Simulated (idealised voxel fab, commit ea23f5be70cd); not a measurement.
The following is a process module called voxel wiring stack.
In the cross-section labelled cut, the width is 155 nm and each square cell is 5 nm.
Cross-section layout: square cells on a grid; listed as bands, top to bottom; a band spans one or more cell rows.
Per band: top height and bottom height in nm, followed by the left-to-right materials and their widths in nm; "full width" marks a single material spanning edge to edge, "empty" marks empty space.
Height 0 is the level under which the wafer as received is all one material. The lowest band goes on downwards, as in "0 and below".
Width "30..40": first value at the band's top row of cells, second value at its bottom row, equal change from row to row.
It should be understood that the words "nothing different", when stated for a given step, signify that the cross-section underwent no change in any of its cells during that step.
If an empty space has no open way to the top and is at least 8 cells in size, "Listed closed voids" lists it, written width x height at distance, where distance is measured from the left edge and every value is in nm.
Past the settings on a step's line: simulator remark, on that step.
The setting "overlay nm" may be written on the line of a step. When the step uses a mask, the value reports how far to the right of the planned place the mask lay, and a negative value reports that it lay to the left.
SET OUT BELOW ARE THE PLANNED STEPS OF THE PROCESS
- 1: RECEIVE, material Si
- 2: CONFORMAL_DEP, material SiO2, thk nm 10
- 3: CONFORMAL_DEP, material SiN, thk nm 5
- 4: DIRECTIONAL_DEP, material lowk, thk nm 25
- 5: PATTERN, tone open, mask id METAL_1, material resist, width nm 25, pitch nm 55, thk nm 20, overlay nm 0
- 6: DIRECTIONAL_ETCH, etch materials lowk, depth nm 25
- 7: DIRECTIONAL_ETCH, etch materials SiN, depth nm 5
- 8: STRIP, etch materials resist
- 9: CONFORMAL_DEP, material TiN, thk nm 5
- 10: FILL_DEP, material Ru, thk nm 10
- 11: CMP, height nm 40
- 12: EPI, material Ru, thk nm 5
- 13: FILL_DEP, material SiCN, thk nm 5
- 14: DIRECTIONAL_DEP, material lowk, thk nm 15
- 15: MASKED_ETCH, tone open, mask id PLUG_1, width nm 15, etch materials lowk, depth nm 15, overlay nm 0
- 16: MASKED_ETCH, tone open, mask id PLUG_1, width nm 15, etch materials SiCN, depth nm 5, overlay nm 0
- 17: EPI, material Ru, thk nm 10
- 18: EPI, material Ru, thk nm 10
- 19: DIRECTIONAL_DEP, material TiN, thk nm 5
- 20: DIRECTIONAL_DEP, material W, thk nm 20
- 21: DIRECTIONAL_DEP, material aC, thk nm 15
- 22: PATTERN, tone cover, mask id METAL_2, material resist, width nm 25, pitch nm 55, thk nm 30, overlay nm 0
- 23: DIRECTIONAL_ETCH, etch materials aC, depth nm 15
- 24: STRIP, etch materials resist
- 25: DIRECTIONAL_ETCH, etch materials W, depth nm 20
- 26: DIRECTIONAL_ETCH, etch materials TiN, depth nm 5
- 27: STRIP, etch materials aC
- 28: FILL_DEP, material SiO2, thk nm 5
- 29: CMP, height nm 90
- 30: CONFORMAL_DEP, material SiCN, thk nm 5
WAFER CROSS-SECTION ON RECEIPT, I.E. AFTER STEP 1
> 0 and below: Si full width
> Listed closed voids: none
THE CROSS-SECTION SHOWN CORRESPONDS TO THE WAFER AT THE CONCLUSION OF THE MODULE. THE INITIAL STRUCTURE AND THE PROCESS PLAN ARE THOSE PRESENTED ABOVE; HOWEVER, ONE MISTAKE OCCURRED IN EXECUTING THE PLAN
> 95 down to 90: SiCN full width
> 90 down to 85: SiO2 (35), TiN (25), SiO2 (30), TiN (25), SiO2 (40)
> 85 down to 65: Ru full width
> 65 down to 50: TiN full width
> 50 down to 45: SiCN full width
> 45 down to 40: SiCN (30), Ru (35), SiCN (20), Ru (35), SiCN (35)
> 40 down to 15: lowk (35), TiN (5), Ru (15), TiN (5), lowk (30), TiN (5), Ru (15), TiN (5), lowk (40)
> 15 down to 10: SiN (35), TiN (25), SiN (30), TiN (25), SiN (40)
> 10 down to 0: SiO2 full width
> 0 and below: Si full width
> Listed closed voids: none
what went wrong: so step 14 ended up running with a different setting than we planned, it ran as DIRECTIONAL_DEP, material TiN, thk nm 15
